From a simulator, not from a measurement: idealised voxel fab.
This is a process module. Its name is voxel capacitor over wiring.
Section cut is 295 nm wide and gridded with 5 nm square cells.
The cross-sections in this document take the form of a grid made of square cells. They are written out as bands, in order from top to bottom. Each band consists of one or more rows of cells. Heights first: top, then bottom, in nm. Then materials, left to right, each with a width in nm. "edge to edge" on a single material: fills the band edge to edge. "blank": empty space. Where do heights start? At 0: under that level the wafer as delivered is made of one material only. And the lowest band has no floor; it just carries on downward, as in "z 0 and below". So if you see something like "30->40" for the width, read it as the top row of the band sitting at the first number and the bottom row at the second, with every row in between moving by the same amount as the last. A step reported as "left unchanged" is a step in which no cell of the cross-section changed. In the "Closed void catalog" entry, you get each enclosed empty space of 8 cells or more, one with no open way to the top, written width x height at distance, distance from the left edge, in nm. It should be noted that, on the line of a given step, the content following the step's settings is a remark produced by the simulator itself with respect to that step. The line of a step may include "overlay nm". On a step with a mask, this value is how far to the right of its planned place the mask lay. A negative value means the mask lay to the left.
Planned step list for the process
1. RECEIVE with material Si
2. CONFORMAL_DEP with material SiO2, thk nm 15
3. CONFORMAL_DEP with material SiCN, thk nm 5
4. DIRECTIONAL_DEP with material SiO2, thk nm 25
5. PATTERN with tone open, mask id METAL_1, material resist, width nm 30, pitch nm 95, thk nm 20, overlay nm 0
6. DIRECTIONAL_ETCH with etch materials SiO2, depth nm 25
7. DIRECTIONAL_ETCH with etch materials SiCN, depth nm 5
8. STRIP with etch materials resist
9. CONFORMAL_DEP with material TiN, thk nm 5
10. FILL_DEP with material Cu, thk nm 10
11. CMP with height nm 45
12. CONFORMAL_DEP with material SiCN, thk nm 5
13. DIRECTIONAL_DEP with material SiO2, thk nm 10
14. MASKED_ETCH with tone open, mask id PLUG_1, width nm 15, etch materials SiO2, depth nm 10, overlay nm 0
15. MASKED_ETCH with tone open, mask id PLUG_1, width nm 15, etch materials SiCN, depth nm 5, overlay nm 0
16. EPI with material Ru, thk nm 10
17. EPI with material Ru, thk nm 5
18. DIRECTIONAL_DEP with material TiN, thk nm 5
19. DIRECTIONAL_DEP with material SiN, thk nm 5
20. DIRECTIONAL_DEP with material TiN, thk nm 5
21. MASKED_ETCH with tone cover, mask id UPPER_PLATE, width nm 70, etch materials TiN, depth nm 5, overlay nm 0
22. MASKED_ETCH with tone cover, mask id UPPER_PLATE, width nm 70, etch materials SiN, depth nm 5, overlay nm 0
23. DIRECTIONAL_DEP with material aC, thk nm 15
24. PATTERN with tone cover, mask id LOWER_PLATE, material resist, width nm 80, thk nm 35, overlay nm 0
25. DIRECTIONAL_ETCH with etch materials aC, depth nm 15
26. STRIP with etch materials resist
27. DIRECTIONAL_ETCH with etch materials TiN, depth nm 5
28. STRIP with etch materials aC
29. FILL_DEP with material SiO2, thk nm 15
30. CMP with height nm 85
31. DIRECTIONAL_DEP with material aC, thk nm 10
32. PATTERN with tone open, mask id PLUG_2, material resist, width nm 15, thk nm 25, overlay nm 0
33. DIRECTIONAL_ETCH with etch materials aC, depth nm 10
34. STRIP with etch materials resist
35. DIRECTIONAL_ETCH with etch materials SiO2, depth nm 10
36. STRIP with etch materials aC
37. CONFORMAL_DEP with material TiN, thk nm 5
38. FILL_DEP with material Ru, thk nm 5
39. CMP with height nm 85
40. CONFORMAL_DEP with material SiCN, thk nm 5
On the first of the two wafers: run conducted according to plan
As-received state of the wafer in cross-section, equivalent to post-step 1
* z 0 and below | Si edge to edge
* Closed void catalog: none
You're looking at a cross-section of the wafer after step 2
* z 15 to 0 | SiO2 edge to edge
* Everything below 0 is unchanged.
You're looking at a cross-section of the wafer after step 3
* z 20 to 15 | SiCN edge to edge
* Everything below 15 is unchanged.
You're looking at a cross-section of the wafer after step 4
* z 45 to 20 | SiO2 edge to edge
* Everything below 20 is unchanged.
You're looking at a cross-section of the wafer after step 5
* z 65 to 45 | resist (85); blank (30); resist (65); blank (30); resist (85)
* Everything below 45 is unchanged.
You're looking at a cross-section of the wafer after step 6
* z 65 to 45 | resist (85); blank (30); resist (65); blank (30); resist (85)
* z 45 to 20 | SiO2 (85); blank (30); SiO2 (65); blank (30); SiO2 (85)
* Everything below 20 is unchanged.
You're looking at a cross-section of the wafer after step 7
* z 65 to 45 | resist (85); blank (30); resist (65); blank (30); resist (85)
* z 45 to 20 | SiO2 (85); blank (30); SiO2 (65); blank (30); SiO2 (85)
* z 20 to 15 | SiCN (85); blank (30); SiCN (65); blank (30); SiCN (85)
* Everything below 15 is unchanged.
You're looking at a cross-section of the wafer after step 8
* z 45 to 20 | SiO2 (85); blank (30); SiO2 (65); blank (30); SiO2 (85)
* Everything below 20 is unchanged.
You're looking at a cross-section of the wafer after step 9
* z 50 to 45 | TiN (90); blank (20); TiN (75); blank (20); TiN (90)
* z 45 to 20 | SiO2 (85); TiN (5); blank (20); TiN (5); SiO2 (65); TiN (5); blank (20); TiN (5); SiO2 (85)
* z 20 to 15 | SiCN (85); TiN (30); SiCN (65); TiN (30); SiCN (85)
* Everything below 15 is unchanged.
You're looking at a cross-section of the wafer after step 10
* z 60 to 50 | Cu edge to edge
* z 50 to 45 | TiN (90); Cu (20); TiN (75); Cu (20); TiN (90)
* z 45 to 20 | SiO2 (85); TiN (5); Cu (20); TiN (5); SiO2 (65); TiN (5); Cu (20); TiN (5); SiO2 (85)
* Everything below 20 is unchanged.
You're looking at a cross-section of the wafer after step 11
* z 45 to 20 | SiO2 (85); TiN (5); Cu (20); TiN (5); SiO2 (65); TiN (5); Cu (20); TiN (5); SiO2 (85)
* Everything below 20 is unchanged.
You're looking at a cross-section of the wafer after step 12
* z 50 to 45 | SiCN edge to edge
* Everything below 45 is unchanged.
You're looking at a cross-section of the wafer after step 13
* z 60 to 50 | SiO2 edge to edge
* Everything below 50 is unchanged.
You're looking at a cross-section of the wafer after step 14
* z 60 to 50 | SiO2 (100); blank (15); SiO2 (180)
* Everything below 50 is unchanged.
You're looking at a cross-section of the wafer after step 15
* z 60 to 50 | SiO2 (100); blank (15); SiO2 (180)
* z 50 to 45 | SiCN (100); blank (15); SiCN (180)
* Everything below 45 is unchanged.
You're looking at a cross-section of the wafer after step 16
* z 60 to 55 | SiO2 (100); blank (15); SiO2 (180)
* z 55 to 50 | SiO2 (100); Ru (15); SiO2 (180)
* z 50 to 45 | SiCN (100); Ru (15); SiCN (180)
* Everything below 45 is unchanged.
You're looking at a cross-section of the wafer after step 17
* z 60 to 50 | SiO2 (100); Ru (15); SiO2 (180)
* Everything below 50 is unchanged.
You're looking at a cross-section of the wafer after step 18
* z 65 to 60 | TiN edge to edge
* Everything below 60 is unchanged.
You're looking at a cross-section of the wafer after step 19
* z 70 to 65 | SiN edge to edge
* Everything below 65 is unchanged.
You're looking at a cross-section of the wafer after step 20
* z 75 to 70 | TiN edge to edge
* Everything below 70 is unchanged.
You're looking at a cross-section of the wafer after step 21
* z 75 to 70 | blank (100); TiN (70); blank (125)
* Everything below 70 is unchanged.
You're looking at a cross-section of the wafer after step 22
* z 75 to 70 | blank (100); TiN (70); blank (125)
* z 70 to 65 | blank (100); SiN (70); blank (125)
* Everything below 65 is unchanged.
You're looking at a cross-section of the wafer after step 23
* z 90 to 80 | blank (100); aC (70); blank (125)
* z 80 to 75 | aC edge to edge
* z 75 to 70 | aC (100); TiN (70); aC (125)
* z 70 to 65 | aC (100); SiN (70); aC (125)
* Everything below 65 is unchanged.
You're looking at a cross-section of the wafer after step 24
* z 125 to 90 | blank (95); resist (80); blank (120)
* z 90 to 80 | blank (95); resist (5); aC (70); resist (5); blank (120)
* Everything below 80 is unchanged.
You're looking at a cross-section of the wafer after step 25
* z 110 to 90 | blank (95); resist (80); blank (120)
* z 90 to 80 | blank (95); resist (5); aC (70); resist (5); blank (120)
* z 80 to 75 | blank (95); aC (80); blank (120)
* z 75 to 70 | blank (95); aC (5); TiN (70); aC (5); blank (120)
* z 70 to 65 | blank (95); aC (5); SiN (70); aC (5); blank (120)
* Everything below 65 is unchanged.
You're looking at a cross-section of the wafer after step 26
* z 90 to 80 | blank (100); aC (70); blank (125)
* Everything below 80 is unchanged.
You're looking at a cross-section of the wafer after step 27
* z 90 to 80 | blank (100); aC (70); blank (125)
* z 80 to 75 | blank (95); aC (80); blank (120)
* z 75 to 70 | blank (95); aC (5); TiN (70); aC (5); blank (120)
* z 70 to 65 | blank (95); aC (5); SiN (70); aC (5); blank (120)
* z 65 to 60 | blank (95); TiN (80); blank (120)
* Everything below 60 is unchanged.
You're looking at a cross-section of the wafer after step 28
* z 75 to 70 | blank (100); TiN (70); blank (125)
* z 70 to 65 | blank (100); SiN (70); blank (125)
* Everything below 65 is unchanged.
You're looking at a cross-section of the wafer after step 29
* z 90 to 75 | SiO2 edge to edge
* z 75 to 70 | SiO2 (100); TiN (70); SiO2 (125)
* z 70 to 65 | SiO2 (100); SiN (70); SiO2 (125)
* z 65 to 60 | SiO2 (95); TiN (80); SiO2 (120)
* Everything below 60 is unchanged.
You're looking at a cross-section of the wafer after step 30
* z 85 to 75 | SiO2 edge to edge
* Everything below 75 is unchanged.
You're looking at a cross-section of the wafer after step 31
* z 95 to 85 | aC edge to edge
* Everything below 85 is unchanged.
You're looking at a cross-section of the wafer after step 32
* z 120 to 95 | resist (110); blank (15); resist (170)
* Everything below 95 is unchanged.
You're looking at a cross-section of the wafer after step 33
* z 110 to 95 | resist (110); blank (15); resist (170)
* z 95 to 85 | aC (110); blank (15); aC (170)
* Everything below 85 is unchanged.
You're looking at a cross-section of the wafer after step 34
* z 95 to 85 | aC (110); blank (15); aC (170)
* Everything below 85 is unchanged.
You're looking at a cross-section of the wafer after step 35
* z 95 to 85 | aC (110); blank (15); aC (170)
* z 85 to 75 | SiO2 (110); blank (15); SiO2 (170)
* Everything below 75 is unchanged.
You're looking at a cross-section of the wafer after step 36
* z 85 to 75 | SiO2 (110); blank (15); SiO2 (170)
* Everything below 75 is unchanged.
You're looking at a cross-section of the wafer after step 37
* z 90 to 85 | TiN (115); blank (5); TiN (175)
* z 85 to 80 | SiO2 (110); TiN (5); blank (5); TiN (5); SiO2 (170)
* z 80 to 70 | SiO2 (110->100); TiN (15->70); SiO2 (170->125)
* Everything below 70 is unchanged.
You're looking at a cross-section of the wafer after step 38
* z 95 to 90 | Ru edge to edge
* z 90 to 85 | TiN (115); Ru (5); TiN (175)
* z 85 to 80 | SiO2 (110); TiN (5); Ru (5); TiN (5); SiO2 (170)
* Everything below 80 is unchanged.
You're looking at a cross-section of the wafer after step 39
* z 85 to 80 | SiO2 (110); TiN (5); Ru (5); TiN (5); SiO2 (170)
* Everything below 80 is unchanged.
You're looking at a cross-section of the wafer after step 40
* z 90 to 85 | SiCN edge to edge
* Everything below 85 is unchanged.
Companion wafer, the second of two: same beginning, same intended sequence, one mistake in carrying it out; through step 12 inclusive it tracks the first exactly
Second wafer: cross-section at the scheduled end of step 13: left unchanged
Second wafer: cross-section at the scheduled end of step 14: left unchanged
Second wafer: cross-section at the scheduled end of step 15
* z 50 to 45 | SiCN (100); blank (15); SiCN (180)
* Everything below 45 is unchanged.
Second wafer: cross-section at the scheduled end of step 16
* z 55 to 50 | blank (95); Ru (25); blank (175)
* z 50 to 45 | SiCN (100); Ru (15); SiCN (180)
* Everything below 45 is unchanged.
Second wafer: cross-section at the scheduled end of step 17
* z 60 to 50 | blank (90); Ru (35); blank (170)
* Everything below 50 is unchanged.
Second wafer: cross-section at the scheduled end of step 18
* z 65 to 60 | blank (90); TiN (35); blank (170)
* z 60 to 55 | blank (90); Ru (35); blank (170)
* z 55 to 50 | TiN (90); Ru (35); TiN (170)
* Everything below 50 is unchanged.
Second wafer: cross-section at the scheduled end of step 19
* z 70 to 65 | blank (90); SiN (35); blank (170)
* z 65 to 60 | blank (90); TiN (35); blank (170)
* z 60 to 55 | SiN (90); Ru (35); SiN (170)
* Everything below 55 is unchanged.
Second wafer: cross-section at the scheduled end of step 20
* z 75 to 70 | blank (90); TiN (35); blank (170)
* z 70 to 65 | blank (90); SiN (35); blank (170)
* z 65 to 60 | TiN edge to edge
* Everything below 60 is unchanged.
Second wafer: cross-section at the scheduled end of step 21
* z 75 to 70 | blank (100); TiN (25); blank (170)
* z 70 to 65 | blank (90); SiN (35); blank (170)
* z 65 to 60 | blank (90); TiN (80); blank (125)
* Everything below 60 is unchanged.
Second wafer: cross-section at the scheduled end of step 22
* z 75 to 70 | blank (100); TiN (25); blank (170)
* z 70 to 65 | blank (100); SiN (25); blank (170)
* z 65 to 60 | blank (90); TiN (80); blank (125)
* z 60 to 55 | blank (90); Ru (35); SiN (45); blank (125)
* Everything below 55 is unchanged.
Second wafer: cross-section at the scheduled end of step 23
* z 90 to 80 | blank (100); aC (25); blank (170)
* z 80 to 75 | blank (90); aC (80); blank (125)
* z 75 to 70 | blank (90); aC (10); TiN (25); aC (45); blank (125)
* z 70 to 65 | aC (100); SiN (25); aC (170)
* z 65 to 60 | aC (90); TiN (80); aC (125)
* z 60 to 55 | aC (90); Ru (35); SiN (45); aC (125)
* Everything below 55 is unchanged.
Second wafer: cross-section at the scheduled end of step 24
* z 125 to 90 | blank (95); resist (80); blank (120)
* z 90 to 80 | blank (95); resist (5); aC (25); resist (50); blank (120)
* z 80 to 75 | blank (90); aC (80); resist (5); blank (120)
* z 75 to 70 | blank (90); aC (10); TiN (25); aC (45); resist (5); blank (120)
* Everything below 70 is unchanged.
Second wafer: cross-section at the scheduled end of step 25
* z 110 to 90 | blank (95); resist (80); blank (120)
* z 90 to 80 | blank (95); resist (5); aC (25); resist (50); blank (120)
* z 80 to 75 | blank (95); aC (75); resist (5); blank (120)
* z 75 to 70 | blank (95); aC (5); TiN (25); aC (45); resist (5); blank (120)
* z 70 to 65 | blank (95); aC (5); SiN (25); aC (50); blank (120)
* z 65 to 60 | blank (90); TiN (80); aC (5); blank (120)
* z 60 to 55 | blank (90); Ru (35); SiN (45); aC (5); blank (120)
* Everything below 55 is unchanged.
Second wafer: cross-section at the scheduled end of step 26
* z 90 to 80 | blank (100); aC (25); blank (170)
* z 80 to 75 | blank (95); aC (75); blank (125)
* z 75 to 70 | blank (95); aC (5); TiN (25); aC (45); blank (125)
* Everything below 70 is unchanged.
Second wafer: cross-section at the scheduled end of step 27
* z 90 to 80 | blank (100); aC (25); blank (170)
* z 80 to 75 | blank (95); aC (75); blank (125)
* z 75 to 70 | blank (95); aC (5); TiN (25); aC (45); blank (125)
* z 70 to 65 | blank (95); aC (5); SiN (25); aC (50); blank (120)
* z 65 to 60 | blank (95); TiN (75); aC (5); blank (120)
* z 60 to 55 | blank (90); Ru (35); SiN (45); aC (5); blank (120)
* z 55 to 50 | blank (90); Ru (35); TiN (50); blank (120)
* Everything below 50 is unchanged.
Second wafer: cross-section at the scheduled end of step 28
* z 75 to 70 | blank (100); TiN (25); blank (170)
* z 70 to 65 | blank (100); SiN (25); blank (170)
* z 65 to 60 | blank (95); TiN (75); blank (125)
* z 60 to 55 | blank (90); Ru (35); SiN (45); blank (125)
* Everything below 55 is unchanged.
Second wafer: cross-section at the scheduled end of step 29
* z 90 to 75 | SiO2 edge to edge
* z 75 to 70 | SiO2 (100); TiN (25); SiO2 (170)
* z 70 to 65 | SiO2 (100); SiN (25); SiO2 (170)
* z 65 to 60 | SiO2 (95); TiN (75); SiO2 (125)
* z 60 to 55 | SiO2 (90); Ru (35); SiN (45); SiO2 (125)
* z 55 to 50 | SiO2 (90); Ru (35); TiN (50); SiO2 (120)
* Everything below 50 is unchanged.
Second wafer: cross-section at the scheduled end of step 30
* z 85 to 75 | SiO2 edge to edge
* Everything below 75 is unchanged.
Second wafer: cross-section at the scheduled end of step 31
* z 95 to 85 | aC edge to edge
* Everything below 85 is unchanged.
Second wafer: cross-section at the scheduled end of step 32
* z 120 to 95 | resist (110); blank (15); resist (170)
* Everything below 95 is unchanged.
Second wafer: cross-section at the scheduled end of step 33
* z 110 to 95 | resist (110); blank (15); resist (170)
* z 95 to 85 | aC (110); blank (15); aC (170)
* Everything below 85 is unchanged.
Second wafer: cross-section at the scheduled end of step 34
* z 95 to 85 | aC (110); blank (15); aC (170)
* Everything below 85 is unchanged.
Second wafer: cross-section at the scheduled end of step 35
* z 95 to 85 | aC (110); blank (15); aC (170)
* z 85 to 75 | SiO2 (110); blank (15); SiO2 (170)
* Everything below 75 is unchanged.
Second wafer: cross-section at the scheduled end of step 36
* z 85 to 75 | SiO2 (110); blank (15); SiO2 (170)
* Everything below 75 is unchanged.
Second wafer: cross-section at the scheduled end of step 37
* z 90 to 85 | TiN (115); blank (5); TiN (175)
* z 85 to 80 | SiO2 (110); TiN (5); blank (5); TiN (5); SiO2 (170)
* z 80 to 70 | SiO2 (110->100); TiN (15->25); SiO2 (170)
* Everything below 70 is unchanged.
Second wafer: cross-section at the scheduled end of step 38
* z 95 to 90 | Ru edge to edge
* z 90 to 85 | TiN (115); Ru (5); TiN (175)
* z 85 to 80 | SiO2 (110); TiN (5); Ru (5); TiN (5); SiO2 (170)
* Everything below 80 is unchanged.
Second wafer: cross-section at the scheduled end of step 39
* z 85 to 80 | SiO2 (110); TiN (5); Ru (5); TiN (5); SiO2 (170)
* Everything below 80 is unchanged.
Second wafer: cross-section at the scheduled end of step 40
* z 90 to 85 | SiCN edge to edge
* Everything below 85 is unchanged.
Run error: plan step 13 skipped
Final difference in cells, second wafer against first, listed per material as more or fewer: Ru +8, SiO2 -8
